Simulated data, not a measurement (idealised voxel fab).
The following is a process module called voxel fin reveal.
FYI the section here is cut, 235 nm wide, cells are 5 nm squares.
Each cross-section below is a grid of square cells, stated as bands in top-down order, with one or more rows of cells making up each band. What a band's entry tells you: where the top is and where the bottom is, as heights in nm, and after that what lies inside, material by material from left to right, each with its width in nm. Empty space is written as the word "blank", and a single material marked with the word "edge to edge" occupies the band from edge to edge. A quick word on heights: they are counted from 0, and under that level the wafer as it came to us is one material throughout. The lowest band is different from the rest in having no bottom; it simply continues downward, written as in "z 0 and below". Quick explanation for "30 to 40": the width changes in equal steps down the rows of cells, from the first number in the band's top row to the second number in its bottom row. A step reported as "same as before" is a step in which no cell of the cross-section changed. "Closed void catalog" - sealed voids, min. 8 cells, no opening to top; format: width x height at distance (distance from left edge; nm throughout). On each step's line, the part that comes after the settings is the simulator's own comment on the step. For masked steps, "overlay nm" on the step line gives how far right of plan the mask actually lay; a minus sign means it lay to the left.

-- Intended process steps
1) RECEIVE | material Si
2) CONFORMAL_DEP | material SiN | thk nm 5
3) PATTERN | tone cover | mask id FINS | material resist | width nm 15 | pitch nm 35 | thk nm 15 | overlay nm 0
4) DIRECTIONAL_ETCH | etch materials SiN | depth nm 5
5) DIRECTIONAL_ETCH | etch materials Si | depth nm 30
6) STRIP | etch materials resist
7) OXIDIZE | depth nm 5
8) FILL_DEP | material SiO2 | thk nm 10
9) CMP | height nm 5
10) SELECTIVE_ETCH | etch materials SiO2 | depth nm 15
11) STRIP | etch materials SiN
12) CONFORMAL_DEP | material SiO2 | thk nm 5

-- The cross-section here shows the wafer as received, i.e. in its state after step 1
  z 0 and below: Si edge to edge
  Closed void catalog: none

-- The first of the two wafers as seen in cross-section once the module was finished; processing followed the plan
  z 5 to 0: blank 90, then SiO2 15, then blank 20, then SiO2 15, then blank 95
  z 0 to -5: blank 90, then SiO2 5, then Si 5, then SiO2 5, then blank 20, then SiO2 5, then Si 5, then SiO2 5, then blank 95
  z -5 to -35: SiO2 95, then Si 5, then SiO2 30, then Si 5, then SiO2 100
  z -35 and below: Si edge to edge
  Closed void catalog: none

-- Here's the second of our two wafers sectioned at module end. Same start as the first, same plan, but one mistake got made running it
  z 5 to 0: blank 90, then SiO2 20, then blank 15, then SiO2 20, then blank 90
  z 0 to -5: blank 90, then SiO2 5, then Si 10, then SiO2 5, then blank 15, then SiO2 5, then Si 10, then SiO2 5, then blank 90
  z -5 to -35: SiO2 95, then Si 10, then SiO2 25, then Si 10, then SiO2 95
  z -35 and below: Si edge to edge
  Closed void catalog: none
Run error: it should be noted that step 3 was executed with settings other than those planned, the operation and settings actually applied being PATTERN | tone cover | mask id FINS | material resist | width nm 20 | pitch nm 35 | thk nm 15 | overlay nm 0
Bottom line after processing is that, in cells, the second wafer is up or down on some materials versus the first: Si: 14 more; SiO2: 10 fewer
